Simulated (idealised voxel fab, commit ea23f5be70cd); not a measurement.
The following process module bears the name voxel self aligned vias.
We display cut, a cross-section 230 nm in width whose square cells are each 5 nm.
In what follows, cross-sections appear as grids of square cells, described through bands that run from the top down, where every band is one or more rows of cells.
Per band: top height and bottom height in nm, followed by the left-to-right materials and their widths in nm; "full width" marks a single material spanning edge to edge, "air" marks empty space.
Below 0: as-received wafer, all one material; heights counted from there. Lowest band: no bottom, goes on down, written "0 and below".
It should be noted that a width expressed as "30..40" varies in equal increments from row to row of cells within the band, taking the value of the first number at the top row and that of the second number at the bottom row.
What does "nothing got changed" mean for a step? It means no cell of the cross-section changed in that step.
You'll see "Sealed internal cavities" listing empty spaces that have no way open to the top, as long as they're 8 cells or more; the notation is width x height at distance, where the distance is from the left edge, and all of it is in nm.
Heads up: the bit after the settings on a step's line is the simulator's remark on that step.
overlay nm: right-of-plan distance of the mask on a masked step; negative values mean left-of-plan.
## The process steps that were planned are listed below
step 1: RECEIVE | material Si
step 2: CONFORMAL_DEP | material SiO2 | thk nm 10
step 3: CONFORMAL_DEP | material SiCN | thk nm 5
step 4: DIRECTIONAL_DEP | material SiO2 | thk nm 30
step 5: DIRECTIONAL_DEP | material aC | thk nm 10
step 6: PATTERN | tone open | mask id LINES | material resist | width nm 30 | pitch nm 55 | thk nm 30 | overlay nm 0
step 7: DIRECTIONAL_ETCH | etch materials aC | depth nm 10
step 8: STRIP | etch materials resist
step 9: DIRECTIONAL_ETCH | etch materials SiO2 | depth nm 30
step 10: STRIP | etch materials aC
step 11: CONFORMAL_DEP | material TiN | thk nm 5
step 12: FILL_DEP | material Ru | thk nm 5
step 13: CMP | height nm 45
step 14: SELECTIVE_ETCH | etch materials W Ru TiN | depth nm 10
step 15: FILL_DEP | material SiN | thk nm 10
step 16: CMP | height nm 45
step 17: DIRECTIONAL_DEP | material SiO2 | thk nm 15
step 18: DIRECTIONAL_DEP | material aC | thk nm 10
step 19: PATTERN | tone open | mask id VIAS | material resist | width nm 40 | thk nm 30 | overlay nm 0
step 20: DIRECTIONAL_ETCH | etch materials aC | depth nm 10
step 21: STRIP | etch materials resist
step 22: DIRECTIONAL_ETCH | etch materials SiO2 | depth nm 15
step 23: DIRECTIONAL_ETCH | etch materials SiN | depth nm 10
step 24: STRIP | etch materials aC
step 25: CONFORMAL_DEP | material TiN | thk nm 5
step 26: FILL_DEP | material Cu | thk nm 5
step 27: CMP | height nm 60
step 28: CONFORMAL_DEP | material SiN | thk nm 5
## First of two wafers, with the run carried out as planned
## Step 1 complete: cross-section of the wafer as received
- 0 and below | Si full width
- Sealed internal cavities: none
## After step 2, in cross-section
- 10 down to 0 | SiO2 full width
- Everything below 0 is unchanged.
## After step 3, in cross-section
- 15 down to 10 | SiCN full width
- Everything below 10 is unchanged.
## After step 4, in cross-section
- 45 down to 15 | SiO2 full width
- Everything below 15 is unchanged.
## After step 5, in cross-section
- 55 down to 45 | aC full width
- Everything below 45 is unchanged.
## After step 6, in cross-section
- 85 down to 55 | resist (70), then air (30), then resist (25), then air (30), then resist (75)
- Everything below 55 is unchanged.
## After step 7, in cross-section
- 75 down to 55 | resist (70), then air (30), then resist (25), then air (30), then resist (75)
- 55 down to 45 | aC (70), then air (30), then aC (25), then air (30), then aC (75)
- Everything below 45 is unchanged.
## After step 8, in cross-section
- 55 down to 45 | aC (70), then air (30), then aC (25), then air (30), then aC (75)
- Everything below 45 is unchanged.
## After step 9, in cross-section
- 55 down to 45 | aC (70), then air (30), then aC (25), then air (30), then aC (75)
- 45 down to 15 | SiO2 (70), then air (30), then SiO2 (25), then air (30), then SiO2 (75)
- Everything below 15 is unchanged.
## After step 10, in cross-section
- 45 down to 15 | SiO2 (70), then air (30), then SiO2 (25), then air (30), then SiO2 (75)
- Everything below 15 is unchanged.
## After step 11, in cross-section
- 50 down to 45 | TiN (75), then air (20), then TiN (35), then air (20), then TiN (80)
- 45 down to 20 | SiO2 (70), then TiN (5), then air (20), then TiN (5), then SiO2 (25), then TiN (5), then air (20), then TiN (5), then SiO2 (75)
- 20 down to 15 | SiO2 (70), then TiN (30), then SiO2 (25), then TiN (30), then SiO2 (75)
- Everything below 15 is unchanged.
## After step 12, in cross-section
- 55 down to 50 | Ru full width
- 50 down to 45 | TiN (75), then Ru (20), then TiN (35), then Ru (20), then TiN (80)
- 45 down to 20 | SiO2 (70), then TiN (5), then Ru (20), then TiN (5), then SiO2 (25), then TiN (5), then Ru (20), then TiN (5), then SiO2 (75)
- Everything below 20 is unchanged.
## After step 13, in cross-section
- 45 down to 20 | SiO2 (70), then TiN (5), then Ru (20), then TiN (5), then SiO2 (25), then TiN (5), then Ru (20), then TiN (5), then SiO2 (75)
- Everything below 20 is unchanged.
## After step 14, in cross-section
- 45 down to 35 | SiO2 (70), then air (30), then SiO2 (25), then air (30), then SiO2 (75)
- Everything below 35 is unchanged.
## After step 15, in cross-section
- 55 down to 45 | SiN full width
- 45 down to 35 | SiO2 (70), then SiN (30), then SiO2 (25), then SiN (30), then SiO2 (75)
- Everything below 35 is unchanged.
## After step 16, in cross-section
- 45 down to 35 | SiO2 (70), then SiN (30), then SiO2 (25), then SiN (30), then SiO2 (75)
- Everything below 35 is unchanged.
## After step 17, in cross-section
- 60 down to 45 | SiO2 full width
- Everything below 45 is unchanged.
## After step 18, in cross-section
- 70 down to 60 | aC full width
- Everything below 60 is unchanged.
## After step 19, in cross-section
- 100 down to 70 | resist (65), then air (40), then resist (125)
- Everything below 70 is unchanged.
## After step 20, in cross-section
- 90 down to 70 | resist (65), then air (40), then resist (125)
- 70 down to 60 | aC (65), then air (40), then aC (125)
- Everything below 60 is unchanged.
## After step 21, in cross-section
- 70 down to 60 | aC (65), then air (40), then aC (125)
- Everything below 60 is unchanged.
## After step 22, in cross-section
- 70 down to 60 | aC (65), then air (40), then aC (125)
- 60 down to 45 | SiO2 (65), then air (40), then SiO2 (125)
- Everything below 45 is unchanged.
## After step 23, in cross-section
- 70 down to 60 | aC (65), then air (40), then aC (125)
- 60 down to 45 | SiO2 (65), then air (40), then SiO2 (125)
- 45 down to 35 | SiO2 (70), then air (30), then SiO2 (25), then SiN (30), then SiO2 (75)
- Everything below 35 is unchanged.
## After step 24, in cross-section
- 60 down to 45 | SiO2 (65), then air (40), then SiO2 (125)
- Everything below 45 is unchanged.
## After step 25, in cross-section
- 65 down to 60 | TiN (70), then air (30), then TiN (130)
- 60 down to 50 | SiO2 (65), then TiN (5), then air (30), then TiN (5), then SiO2 (125)
- 50 down to 45 | SiO2 (65), then TiN (10), then air (20), then TiN (10), then SiO2 (125)
- 45 down to 40 | SiO2 (70), then TiN (5), then air (20), then TiN (5), then SiO2 (25), then SiN (30), then SiO2 (75)
- 40 down to 35 | SiO2 (70), then TiN (30), then SiO2 (25), then SiN (30), then SiO2 (75)
- Everything below 35 is unchanged.
## After step 26, in cross-section
- 70 down to 65 | Cu full width
- 65 down to 60 | TiN (70), then Cu (30), then TiN (130)
- 60 down to 50 | SiO2 (65), then TiN (5), then Cu (30), then TiN (5), then SiO2 (125)
- 50 down to 45 | SiO2 (65), then TiN (10), then Cu (20), then TiN (10), then SiO2 (125)
- 45 down to 40 | SiO2 (70), then TiN (5), then Cu (20), then TiN (5), then SiO2 (25), then SiN (30), then SiO2 (75)
- Everything below 40 is unchanged.
## After step 27, in cross-section
- 60 down to 50 | SiO2 (65), then TiN (5), then Cu (30), then TiN (5), then SiO2 (125)
- Everything below 50 is unchanged.
## After step 28, in cross-section
- 65 down to 60 | SiN full width
- Everything below 60 is unchanged.
## Second wafer - shared start and plan with the first - one error in running - same as the first up to step 2 inclusive
What the second wafer looks like in cross-section when step 3 should have wrapped up: nothing got changed
## What the second wafer looks like in cross-section when step 4 should have wrapped up
- 40 down to 0 | SiO2 full width
- Everything below 0 is unchanged.
## What the second wafer looks like in cross-section when step 5 should have wrapped up
- 50 down to 40 | aC full width
- Everything below 40 is unchanged.
## What the second wafer looks like in cross-section when step 6 should have wrapped up
- 80 down to 50 | resist (70), then air (30), then resist (25), then air (30), then resist (75)
- Everything below 50 is unchanged.
## What the second wafer looks like in cross-section when step 7 should have wrapped up
- 70 down to 50 | resist (70), then air (30), then resist (25), then air (30), then resist (75)
- 50 down to 40 | aC (70), then air (30), then aC (25), then air (30), then aC (75)
- Everything below 40 is unchanged.
## What the second wafer looks like in cross-section when step 8 should have wrapped up
- 50 down to 40 | aC (70), then air (30), then aC (25), then air (30), then aC (75)
- Everything below 40 is unchanged.
## What the second wafer looks like in cross-section when step 9 should have wrapped up
- 50 down to 40 | aC (70), then air (30), then aC (25), then air (30), then aC (75)
- 40 down to 10 | SiO2 (70), then air (30), then SiO2 (25), then air (30), then SiO2 (75)
- Everything below 10 is unchanged.
## What the second wafer looks like in cross-section when step 10 should have wrapped up
- 40 down to 10 | SiO2 (70), then air (30), then SiO2 (25), then air (30), then SiO2 (75)
- Everything below 10 is unchanged.
## What the second wafer looks like in cross-section when step 11 should have wrapped up
- 45 down to 40 | TiN (75), then air (20), then TiN (35), then air (20), then TiN (80)
- 40 down to 15 | SiO2 (70), then TiN (5), then air (20), then TiN (5), then SiO2 (25), then TiN (5), then air (20), then TiN (5), then SiO2 (75)
- 15 down to 10 | SiO2 (70), then TiN (30), then SiO2 (25), then TiN (30), then SiO2 (75)
- Everything below 10 is unchanged.
## What the second wafer looks like in cross-section when step 12 should have wrapped up
- 50 down to 45 | Ru full width
- 45 down to 40 | TiN (75), then Ru (20), then TiN (35), then Ru (20), then TiN (80)
- 40 down to 15 | SiO2 (70), then TiN (5), then Ru (20), then TiN (5), then SiO2 (25), then TiN (5), then Ru (20), then TiN (5), then SiO2 (75)
- Everything below 15 is unchanged.
## What the second wafer looks like in cross-section when step 13 should have wrapped up
- 45 down to 40 | TiN (75), then Ru (20), then TiN (35), then Ru (20), then TiN (80)
- Everything below 40 is unchanged.
## What the second wafer looks like in cross-section when step 14 should have wrapped up
- 40 down to 35 | SiO2 (70), then air (30), then SiO2 (25), then air (30), then SiO2 (75)
- Everything below 35 is unchanged.
## What the second wafer looks like in cross-section when step 15 should have wrapped up
- 50 down to 40 | SiN full width
- 40 down to 35 | SiO2 (70), then SiN (30), then SiO2 (25), then SiN (30), then SiO2 (75)
- Everything below 35 is unchanged.
## What the second wafer looks like in cross-section when step 16 should have wrapped up
- 45 down to 40 | SiN full width
- Everything below 40 is unchanged.
## What the second wafer looks like in cross-section when step 17 should have wrapped up
- 60 down to 45 | SiO2 full width
- Everything below 45 is unchanged.
## What the second wafer looks like in cross-section when step 18 should have wrapped up
- 70 down to 60 | aC full width
- Everything below 60 is unchanged.
## What the second wafer looks like in cross-section when step 19 should have wrapped up
- 100 down to 70 | resist (65), then air (40), then resist (125)
- Everything below 70 is unchanged.
## What the second wafer looks like in cross-section when step 20 should have wrapped up
- 90 down to 70 | resist (65), then air (40), then resist (125)
- 70 down to 60 | aC (65), then air (40), then aC (125)
- Everything below 60 is unchanged.
## What the second wafer looks like in cross-section when step 21 should have wrapped up
- 70 down to 60 | aC (65), then air (40), then aC (125)
- Everything below 60 is unchanged.
## What the second wafer looks like in cross-section when step 22 should have wrapped up
- 70 down to 60 | aC (65), then air (40), then aC (125)
- 60 down to 45 | SiO2 (65), then air (40), then SiO2 (125)
- Everything below 45 is unchanged.
## What the second wafer looks like in cross-section when step 23 should have wrapped up
- 70 down to 60 | aC (65), then air (40), then aC (125)
- 60 down to 45 | SiO2 (65), then air (40), then SiO2 (125)
- 45 down to 40 | SiN (65), then air (40), then SiN (125)
- 40 down to 35 | SiO2 (70), then air (30), then SiO2 (25), then SiN (30), then SiO2 (75)
- Everything below 35 is unchanged.
## What the second wafer looks like in cross-section when step 24 should have wrapped up
- 60 down to 45 | SiO2 (65), then air (40), then SiO2 (125)
- Everything below 45 is unchanged.
## What the second wafer looks like in cross-section when step 25 should have wrapped up
- 65 down to 60 | TiN (70), then air (30), then TiN (130)
- 60 down to 45 | SiO2 (65), then TiN (5), then air (30), then TiN (5), then SiO2 (125)
- 45 down to 40 | SiN (65), then TiN (10), then air (20), then TiN (10), then SiN (125)
- 40 down to 35 | SiO2 (70), then TiN (30), then SiO2 (25), then SiN (30), then SiO2 (75)
- Everything below 35 is unchanged.
## What the second wafer looks like in cross-section when step 26 should have wrapped up
- 70 down to 65 | Cu full width
- 65 down to 60 | TiN (70), then Cu (30), then TiN (130)
- 60 down to 45 | SiO2 (65), then TiN (5), then Cu (30), then TiN (5), then SiO2 (125)
- 45 down to 40 | SiN (65), then TiN (10), then Cu (20), then TiN (10), then SiN (125)
- Everything below 40 is unchanged.
## What the second wafer looks like in cross-section when step 27 should have wrapped up
- 60 down to 45 | SiO2 (65), then TiN (5), then Cu (30), then TiN (5), then SiO2 (125)
- Everything below 45 is unchanged.
## What the second wafer looks like in cross-section when step 28 should have wrapped up
- 65 down to 60 | SiN full width
- Everything below 60 is unchanged.
Here's what went sideways: skipped: plan step 3 (never run)
The closing comparison, in cells, has the second wafer with more or fewer of some materials than the first: 2 more of Cu; 8 more of Ru; 46 fewer of SiCN; 32 more of SiN; 4 more of TiN
